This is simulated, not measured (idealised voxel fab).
Proc. module: voxel self aligned vias
Section shown: cut. Width: 230 nm. Cell size: 5 nm, square.
Cross-section spec: square-cell grid; bands listed top down; each band is one or more rows. Band: top height; bottom height; in nm. Then, left to right: material with width in nm, for each material. "all across": a single material spanning edge to edge. "air": empty space. Zero point of the height axis is 0; under it, received wafer = one material. Lowest band: continues down indefinitely, "0 nm and below". Top row gets the first number, bottom row gets the second, and each row in between changes by the same step: that is how a band width like "30 to 40" works. For the purposes of this document, the phrase "no modification" attached to a step denotes that no cell within the cross-section was modified by that step. "Sealed-off cavities" - sealed voids, min. 8 cells, no opening to top; format: width x height at distance (distance from left edge; nm throughout). On each step's line, the part that comes after the settings is the simulator's own comment on the step. Regarding "overlay nm": on a step with a mask, it is the distance the mask lay to the right of its planned place; a negative value places it to the left.

**The process steps that were planned are listed below**
| 1 | RECEIVE with material Si |
| 2 | CONFORMAL_DEP with material SiO2, thk nm 10 |
| 3 | CONFORMAL_DEP with material SiCN, thk nm 5 |
| 4 | DIRECTIONAL_DEP with material SiO2, thk nm 30 |
| 5 | DIRECTIONAL_DEP with material aC, thk nm 10 |
| 6 | PATTERN with tone open, mask id LINES, material resist, width nm 30, pitch nm 55, thk nm 30, overlay nm 0 |
| 7 | DIRECTIONAL_ETCH with etch materials aC, depth nm 10 |
| 8 | STRIP with etch materials resist |
| 9 | DIRECTIONAL_ETCH with etch materials SiO2, depth nm 30 |
| 10 | STRIP with etch materials aC |
| 11 | CONFORMAL_DEP with material TiN, thk nm 5 |
| 12 | FILL_DEP with material Ru, thk nm 5 |
| 13 | CMP with height nm 45 |
| 14 | SELECTIVE_ETCH with etch materials W Ru TiN, depth nm 10 |
| 15 | FILL_DEP with material SiN, thk nm 10 |
| 16 | CMP with height nm 45 |
| 17 | DIRECTIONAL_DEP with material SiO2, thk nm 15 |
| 18 | DIRECTIONAL_DEP with material aC, thk nm 10 |
| 19 | PATTERN with tone open, mask id VIAS, material resist, width nm 40, thk nm 30, overlay nm 0 |
| 20 | DIRECTIONAL_ETCH with etch materials aC, depth nm 10 |
| 21 | STRIP with etch materials resist |
| 22 | DIRECTIONAL_ETCH with etch materials SiO2, depth nm 15 |
| 23 | DIRECTIONAL_ETCH with etch materials SiN, depth nm 10 |
| 24 | STRIP with etch materials aC |
| 25 | CONFORMAL_DEP with material TiN, thk nm 5 |
| 26 | FILL_DEP with material Cu, thk nm 5 |
| 27 | CMP with height nm 60 |
| 28 | CONFORMAL_DEP with material SiN, thk nm 5 |

**Cross-section of the wafer at receipt, which is the condition after step 1**
  0 nm and below  Si all across
  Sealed-off cavities: none

**Cross-section, first of two wafers, end of module, run as planned**
  65 nm to 60 nm  SiN all across
  60 nm to 50 nm  SiO2=65 | TiN=5 | Cu=30 | TiN=5 | SiO2=125
  50 nm to 45 nm  SiO2=65 | TiN=10 | Cu=20 | TiN=10 | SiO2=125
  45 nm to 40 nm  SiO2=70 | TiN=5 | Cu=20 | TiN=5 | SiO2=25 | SiN=30 | SiO2=75
  40 nm to 35 nm  SiO2=70 | TiN=30 | SiO2=25 | SiN=30 | SiO2=75
  35 nm to 20 nm  SiO2=70 | TiN=5 | Ru=20 | TiN=5 | SiO2=25 | TiN=5 | Ru=20 | TiN=5 | SiO2=75
  20 nm to 15 nm  SiO2=70 | TiN=30 | SiO2=25 | TiN=30 | SiO2=75
  15 nm to 10 nm  SiCN all across
  10 nm to 0 nm  SiO2 all across
  0 nm and below  Si all across
  Sealed-off cavities: none

**Cross-section at end of module for the second wafer of two, which matched the first in starting point and plan and differed by one mistake in its processing**
  65 nm to 60 nm  SiN all across
  60 nm to 50 nm  SiO2=65 | TiN=5 | Cu=30 | TiN=5 | SiO2=125
  50 nm to 45 nm  SiO2=65 | TiN=40 | SiO2=125
  45 nm to 35 nm  SiN=65 | TiN=5 | SiO2=30 | TiN=5 | SiN=20 | SiO2=30 | SiN=75
  35 nm to 20 nm  Ru=65 | TiN=5 | SiO2=30 | TiN=5 | Ru=15 | TiN=5 | SiO2=30 | TiN=5 | Ru=70
  20 nm to 15 nm  TiN=70 | SiO2=30 | TiN=25 | SiO2=30 | TiN=75
  15 nm to 10 nm  SiCN all across
  10 nm to 0 nm  SiO2 all across
  0 nm and below  Si all across
  Sealed-off cavities: none
So what did we get wrong on this run? step 6 deviated from plan and actually ran as PATTERN with tone cover, mask id LINES, material resist, width nm 30, pitch nm 55, thk nm 30, overlay nm 0
at the end the second wafer has, in cells: -8 Cu | +66 Ru | +52 SiN | -132 SiO2 | +22 TiN
